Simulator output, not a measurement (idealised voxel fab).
Module name: voxel ribs on slabs (process module)
Xsec cut, 260 nm wide, square cell size 5 nm.
Cross-section format: a grid of square cells, given as bands from top to bottom; each band is one or more rows of cells. A band entry consists of two parts. The first gives the height of the band's top and the height of its bottom, in nm. The rest lists the band's materials from left to right, each with its width in nm. A single material labelled with the word "edge to edge" fills the band from edge to edge, and the word "empty" marks empty space. It should be noted that heights are counted from 0, beneath which the wafer as supplied is of one material throughout, and that the lowest band possesses no lower boundary but continues downward, as written in "0..down". Think of "30 to 40" as a width that walks from the first number to the second as you go down the band, top row to bottom row, taking equal-sized steps from row to row. No cell of the cross-section changed in a step that is given as "no modifications". Empty spaces counting at least 8 cells and having no open way to the top are listed in "Closed void register". The notation width x height at distance is used for each, the distance being from the left edge and all three values in nm. Where a step's line continues beyond its settings, the continuation is a remark by the simulator itself on that step. Steps that use a mask can have "overlay nm" on their line. It says how far the mask sat to the right of where it was meant to be. Negative means to the left.

THIS SECTION LISTS THE PROCESS STEPS THAT WERE PLANNED
1) RECEIVE, material Si
2) DIRECTIONAL_DEP, material SiO2, thk nm 20
3) DIRECTIONAL_DEP, material SiN, thk nm 15
4) DIRECTIONAL_DEP, material aC, thk nm 10
5) PATTERN, tone cover, mask id RIB, material resist, width nm 20, thk nm 25, overlay nm 0
6) DIRECTIONAL_ETCH, etch materials aC, depth nm 10
7) STRIP, etch materials resist
8) DIRECTIONAL_ETCH, etch materials SiN, depth nm 10
9) STRIP, etch materials aC
10) MASKED_ETCH, tone cover, mask id SLAB, width nm 70, etch materials SiN, depth nm 5, overlay nm 0
11) FILL_DEP, material SiO2, thk nm 20
12) CMP, height nm 45
13) DIRECTIONAL_DEP, material TiN, thk nm 10
14) PATTERN, tone cover, mask id HEATER, material resist, width nm 30, thk nm 15, overlay nm 0
15) DIRECTIONAL_ETCH, etch materials TiN, depth nm 10
16) STRIP, etch materials resist
17) CONFORMAL_DEP, material SiO2, thk nm 10

FIRST WAFER, TWO IN TOTAL, RUN AS PLANNED

THIS IS THE CROSS-SECTION OF THE WAFER AS WE RECEIVED IT, I.E. AFTER STEP 1
  0..down: Si edge to edge
  Closed void register: none

THE WAFER IN CROSS-SECTION ONCE STEP 2 IS COMPLETE
  20..0: SiO2 edge to edge
  Beneath the level 0, the cross-section is identical to its previous state.

THE WAFER IN CROSS-SECTION ONCE STEP 3 IS COMPLETE
  35..20: SiN edge to edge
  Beneath the level 20, the cross-section is identical to its previous state.

THE WAFER IN CROSS-SECTION ONCE STEP 4 IS COMPLETE
  45..35: aC edge to edge
  Beneath the level 35, the cross-section is identical to its previous state.

THE WAFER IN CROSS-SECTION ONCE STEP 5 IS COMPLETE
  70..45: 120 nm empty, 20 nm resist, 120 nm empty
  Beneath the level 45, the cross-section is identical to its previous state.

THE WAFER IN CROSS-SECTION ONCE STEP 6 IS COMPLETE
  60..45: 120 nm empty, 20 nm resist, 120 nm empty
  45..35: 120 nm empty, 20 nm aC, 120 nm empty
  Beneath the level 35, the cross-section is identical to its previous state.

THE WAFER IN CROSS-SECTION ONCE STEP 7 IS COMPLETE
  45..35: 120 nm empty, 20 nm aC, 120 nm empty
  Beneath the level 35, the cross-section is identical to its previous state.

THE WAFER IN CROSS-SECTION ONCE STEP 8 IS COMPLETE
  45..35: 120 nm empty, 20 nm aC, 120 nm empty
  35..25: 120 nm empty, 20 nm SiN, 120 nm empty
  Beneath the level 25, the cross-section is identical to its previous state.

THE WAFER IN CROSS-SECTION ONCE STEP 9 IS COMPLETE
  35..25: 120 nm empty, 20 nm SiN, 120 nm empty
  Beneath the level 25, the cross-section is identical to its previous state.

THE WAFER IN CROSS-SECTION ONCE STEP 10 IS COMPLETE
  35..25: 120 nm empty, 20 nm SiN, 120 nm empty
  25..20: 95 nm empty, 70 nm SiN, 95 nm empty
  Beneath the level 20, the cross-section is identical to its previous state.

THE WAFER IN CROSS-SECTION ONCE STEP 11 IS COMPLETE
  55..35: SiO2 edge to edge
  35..25: 120 nm SiO2, 20 nm SiN, 120 nm SiO2
  25..20: 95 nm SiO2, 70 nm SiN, 95 nm SiO2
  Beneath the level 20, the cross-section is identical to its previous state.

THE WAFER IN CROSS-SECTION ONCE STEP 12 IS COMPLETE
  45..35: SiO2 edge to edge
  Beneath the level 35, the cross-section is identical to its previous state.

THE WAFER IN CROSS-SECTION ONCE STEP 13 IS COMPLETE
  55..45: TiN edge to edge
  Beneath the level 45, the cross-section is identical to its previous state.

THE WAFER IN CROSS-SECTION ONCE STEP 14 IS COMPLETE
  70..55: 115 nm empty, 30 nm resist, 115 nm empty
  Beneath the level 55, the cross-section is identical to its previous state.

THE WAFER IN CROSS-SECTION ONCE STEP 15 IS COMPLETE
  70..55: 115 nm empty, 30 nm resist, 115 nm empty
  55..45: 115 nm empty, 30 nm TiN, 115 nm empty
  Beneath the level 45, the cross-section is identical to its previous state.

THE WAFER IN CROSS-SECTION ONCE STEP 16 IS COMPLETE
  55..45: 115 nm empty, 30 nm TiN, 115 nm empty
  Beneath the level 45, the cross-section is identical to its previous state.

THE WAFER IN CROSS-SECTION ONCE STEP 17 IS COMPLETE
  65..55: 105 nm empty, 50 nm SiO2, 105 nm empty
  55..45: 115 nm SiO2, 30 nm TiN, 115 nm SiO2
  Beneath the level 45, the cross-section is identical to its previous state.

SECOND WAFER. START AND PLAN AS FOR THE FIRST. ONE MISTAKE MADE IN RUNNING. AGREES WITH THE FIRST UP TO AND INCLUDING STEP 2

CROSS-SECTION, SECOND WAFER, AT THE END TIME THE PLAN GIVES FOR STEP 3
  30..20: aC edge to edge
  Beneath the level 20, the cross-section is identical to its previous state.

CROSS-SECTION, SECOND WAFER, AT THE END TIME THE PLAN GIVES FOR STEP 4
  45..30: SiN edge to edge
  Beneath the level 30, the cross-section is identical to its previous state.

CROSS-SECTION, SECOND WAFER, AT THE END TIME THE PLAN GIVES FOR STEP 5
  70..45: 120 nm empty, 20 nm resist, 120 nm empty
  Beneath the level 45, the cross-section is identical to its previous state.

CROSS-SECTION, SECOND WAFER, AT THE END TIME THE PLAN GIVES FOR STEP 6
  60..45: 120 nm empty, 20 nm resist, 120 nm empty
  Beneath the level 45, the cross-section is identical to its previous state.

CROSS-SECTION, SECOND WAFER, AT THE END TIME THE PLAN GIVES FOR STEP 7
  45..30: SiN edge to edge
  Beneath the level 30, the cross-section is identical to its previous state.

CROSS-SECTION, SECOND WAFER, AT THE END TIME THE PLAN GIVES FOR STEP 8
  35..30: SiN edge to edge
  Beneath the level 30, the cross-section is identical to its previous state.

Cross-section, second wafer, at the end time the plan gives for step 9: no modifications

CROSS-SECTION, SECOND WAFER, AT THE END TIME THE PLAN GIVES FOR STEP 10
  35..30: 95 nm empty, 70 nm SiN, 95 nm empty
  Beneath the level 30, the cross-section is identical to its previous state.

CROSS-SECTION, SECOND WAFER, AT THE END TIME THE PLAN GIVES FOR STEP 11
  55..35: SiO2 edge to edge
  35..30: 95 nm SiO2, 70 nm SiN, 95 nm SiO2
  Beneath the level 30, the cross-section is identical to its previous state.

CROSS-SECTION, SECOND WAFER, AT THE END TIME THE PLAN GIVES FOR STEP 12
  45..35: SiO2 edge to edge
  Beneath the level 35, the cross-section is identical to its previous state.

CROSS-SECTION, SECOND WAFER, AT THE END TIME THE PLAN GIVES FOR STEP 13
  55..45: TiN edge to edge
  Beneath the level 45, the cross-section is identical to its previous state.

CROSS-SECTION, SECOND WAFER, AT THE END TIME THE PLAN GIVES FOR STEP 14
  70..55: 115 nm empty, 30 nm resist, 115 nm empty
  Beneath the level 55, the cross-section is identical to its previous state.

CROSS-SECTION, SECOND WAFER, AT THE END TIME THE PLAN GIVES FOR STEP 15
  70..55: 115 nm empty, 30 nm resist, 115 nm empty
  55..45: 115 nm empty, 30 nm TiN, 115 nm empty
  Beneath the level 45, the cross-section is identical to its previous state.

CROSS-SECTION, SECOND WAFER, AT THE END TIME THE PLAN GIVES FOR STEP 16
  55..45: 115 nm empty, 30 nm TiN, 115 nm empty
  Beneath the level 45, the cross-section is identical to its previous state.

CROSS-SECTION, SECOND WAFER, AT THE END TIME THE PLAN GIVES FOR STEP 17
  65..55: 105 nm empty, 50 nm SiO2, 105 nm empty
  55..45: 115 nm SiO2, 30 nm TiN, 115 nm SiO2
  Beneath the level 45, the cross-section is identical to its previous state.
Processing error: plan steps 3 and 4 run swapped
Per the end-of-run cell counts, the second wafer holds more or fewer of some materials than the first: -8 SiN, -96 SiO2, +104 aC
